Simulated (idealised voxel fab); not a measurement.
process module | voxel air gaps
cross-section cut | 255 nm wide | cells 5 nm
A cross-section is a grid of square cells, given in bands from the top down. A band is one or more rows of cells.
Each band's line starts with the height of the band's top and of its bottom, in nm. Then come its materials from left to right, each with its width in nm. One material with "throughout" fills the band from edge to edge. "air" is empty space.
Height 0 is the level under which the wafer as received is all one material. The lowest band goes on downwards, as in "0 down".
A width such as "30 to 40" changes by the same amount from each row of cells to the next, from the band's top row to its bottom row.
"no change" after a step means that no cell of the cross-section changed.
closed voids: empty space of 8 cells or more with no open way to the top, each as width x height at its distance from the left edge, in nm
after a step's settings: what the simulator itself notes on the step
overlay nm, on a step with a mask: how far to the right of its planned place the mask lay; to the left if negative
plan
1 op RECEIVE | material Si
2 op CONFORMAL_DEP | material SiO2 | thk nm 15
3 op CONFORMAL_DEP | material SiN | thk nm 5
4 op DIRECTIONAL_DEP | material lowk | thk nm 35
5 op DIRECTIONAL_DEP | material aC | thk nm 10
6 op PATTERN | tone open | mask id LINES | material resist | width nm 25 | pitch nm 55 | thk nm 25 | overlay nm 0
7 op DIRECTIONAL_ETCH | etch materials aC | depth nm 10
8 op STRIP | etch materials resist
9 op DIRECTIONAL_ETCH | etch materials lowk | depth nm 35
10 op STRIP | etch materials aC
11 op CONFORMAL_DEP | material TiN | thk nm 5
12 op FILL_DEP | material W | thk nm 5
13 op CMP | height nm 55
14 op EPI | material Ru | thk nm 10
15 op SELECTIVE_ETCH | etch materials lowk | depth nm 45
16 op CONFORMAL_DEP | material SiN | thk nm 5
as received, after step 1
  0 down: Si throughout
  closed voids: none
a wafer at the end: this start, this plan, one mistake
  80 to 65: air 35 | SiN 185 | air 35
  65 to 55: air 35 | SiN 15 | Ru 45 | SiN 10 | Ru 45 | SiN 10 | Ru 45 | SiN 15 | air 35
  55 to 50: air 35 | SiN 25 | TiN 5 | W 15 | TiN 5 | SiN 30 | TiN 5 | W 15 | TiN 5 | SiN 30 | TiN 5 | W 15 | TiN 5 | SiN 25 | air 35
  50 to 40: air 35 | SiN 25 | TiN 5 | W 15 | TiN 5 | SiN 5 | air 20 | SiN 5 | TiN 5 | W 15 | TiN 5 | SiN 5 | air 20 | SiN 5 | TiN 5 | W 15 | TiN 5 | SiN 25 | air 35
  40 to 35: air 45 | SiN 15 | TiN 5 | W 15 | TiN 5 | SiN 5 | air 20 | SiN 5 | TiN 5 | W 15 | TiN 5 | SiN 5 | air 20 | SiN 5 | TiN 5 | W 15 | TiN 5 | SiN 15 | air 45
  35 to 25: SiN 60 | TiN 5 | W 15 | TiN 5 | SiN 5 | air 20 | SiN 5 | TiN 5 | W 15 | TiN 5 | SiN 5 | air 20 | SiN 5 | TiN 5 | W 15 | TiN 5 | SiN 60
  25 to 20: SiN 60 | TiN 25 | SiN 30 | TiN 25 | SiN 30 | TiN 25 | SiN 60
  20 to 15: SiN throughout
  15 to 0: SiO2 throughout
  0 down: Si throughout
  closed voids: 20 x 25 at 90; 20 x 25 at 145
what went wrong: step 16 ran as: op CONFORMAL_DEP | material SiN | thk nm 15
